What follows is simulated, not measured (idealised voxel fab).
process module | voxel released beams
cross-section cut | 185 nm wide | cells 5 nm
A cross-section is a grid of square cells, given in bands from the top down. A band is one or more rows of cells.
Each band's line starts with the height of the band's top and of its bottom, in nm. Then come its materials from left to right, each with its width in nm. One material with "throughout" fills the band from edge to edge. "air" is empty space.
Height 0 is the level under which the wafer as received is all one material. The lowest band goes on downwards, as in "0 down".
A width such as "30 to 40" changes by the same amount from each row of cells to the next, from the band's top row to its bottom row.
"no change" after a step means that no cell of the cross-section changed.
closed voids: empty space of 8 cells or more with no open way to the top, each as width x height at its distance from the left edge, in nm
after a step's settings: what the simulator itself notes on the step
overlay nm, on a step with a mask: how far to the right of its planned place the mask lay; to the left if negative
plan
1 op RECEIVE | material Si
2 op CONFORMAL_DEP | material SiN | thk nm 5
3 op DIRECTIONAL_DEP | material SiO2 | thk nm 20
4 op MASKED_ETCH | tone open | mask id ANCHOR | width nm 35 | etch materials SiO2 | depth nm 20 | overlay nm 0
5 op CONFORMAL_DEP | material W | thk nm 10
6 op PATTERN | tone cover | mask id BEAM | material resist | width nm 105 | thk nm 20 | overlay nm 0
7 op DIRECTIONAL_ETCH | etch materials W | depth nm 10
8 op STRIP | etch materials resist
9 op STRIP | etch materials SiO2
first wafer, as planned
as received, after step 1
  0 down: Si throughout
  closed voids: none
after step 2
  5 to 0: SiN throughout
  below 0: unchanged
after step 3
  25 to 5: SiO2 throughout
  below 5: unchanged
after step 4
  25 to 5: SiO2 40 | air 35 | SiO2 110
  below 5: unchanged
after step 5
  35 to 25: W 50 | air 15 | W 120
  25 to 15: SiO2 40 | W 10 | air 15 | W 10 | SiO2 110
  15 to 5: SiO2 40 | W 35 | SiO2 110
  below 5: unchanged
after step 6
  55 to 35: air 35 | resist 105 | air 45
  35 to 25: W 50 | resist 15 | W 120
  25 to 15: SiO2 40 | W 10 | resist 15 | W 10 | SiO2 110
  below 15: unchanged
after step 7
  55 to 35: air 35 | resist 105 | air 45
  35 to 25: air 35 | W 15 | resist 15 | W 75 | air 45
  below 25: unchanged
after step 8
  35 to 25: air 35 | W 15 | air 15 | W 75 | air 45
  25 to 15: SiO2 40 | W 10 | air 15 | W 10 | SiO2 110
  below 15: unchanged
after step 9
  35 to 25: air 35 | W 15 | air 15 | W 75 | air 45
  25 to 15: air 40 | W 10 | air 15 | W 10 | air 110
  15 to 5: air 40 | W 35 | air 110
  below 5: unchanged
second wafer: like start, like plan, one mistake. Through step 3 it matches the first wafer
when step 4 should have ended
  25 to 5: air 40 | SiO2 35 | air 110
  below 5: unchanged
when step 5 should have ended
  35 to 25: air 30 | W 55 | air 100
  25 to 15: air 30 | W 10 | SiO2 35 | W 10 | air 100
  15 to 5: W 40 | SiO2 35 | W 110
  below 5: unchanged
when step 6 should have ended
  55 to 35: air 35 | resist 105 | air 45
  35 to 25: air 30 | W 55 | resist 55 | air 45
  25 to 15: air 30 | W 10 | SiO2 35 | W 10 | resist 55 | air 45
  below 15: unchanged
when step 7 should have ended
  55 to 35: air 35 | resist 105 | air 45
  35 to 25: air 35 | W 50 | resist 55 | air 45
  25 to 15: air 30 | W 10 | SiO2 35 | W 10 | resist 55 | air 45
  15 to 5: air 30 | W 10 | SiO2 35 | W 65 | air 45
  below 5: unchanged
when step 8 should have ended
  35 to 25: air 35 | W 50 | air 100
  25 to 15: air 30 | W 10 | SiO2 35 | W 10 | air 100
  below 15: unchanged
when step 9 should have ended: no change
what went wrong: step 4 ran as: op MASKED_ETCH | tone cover | mask id ANCHOR | width nm 35 | etch materials SiO2 | depth nm 20 | overlay nm 0
at the end the second wafer has, in cells: 28 more of SiO2
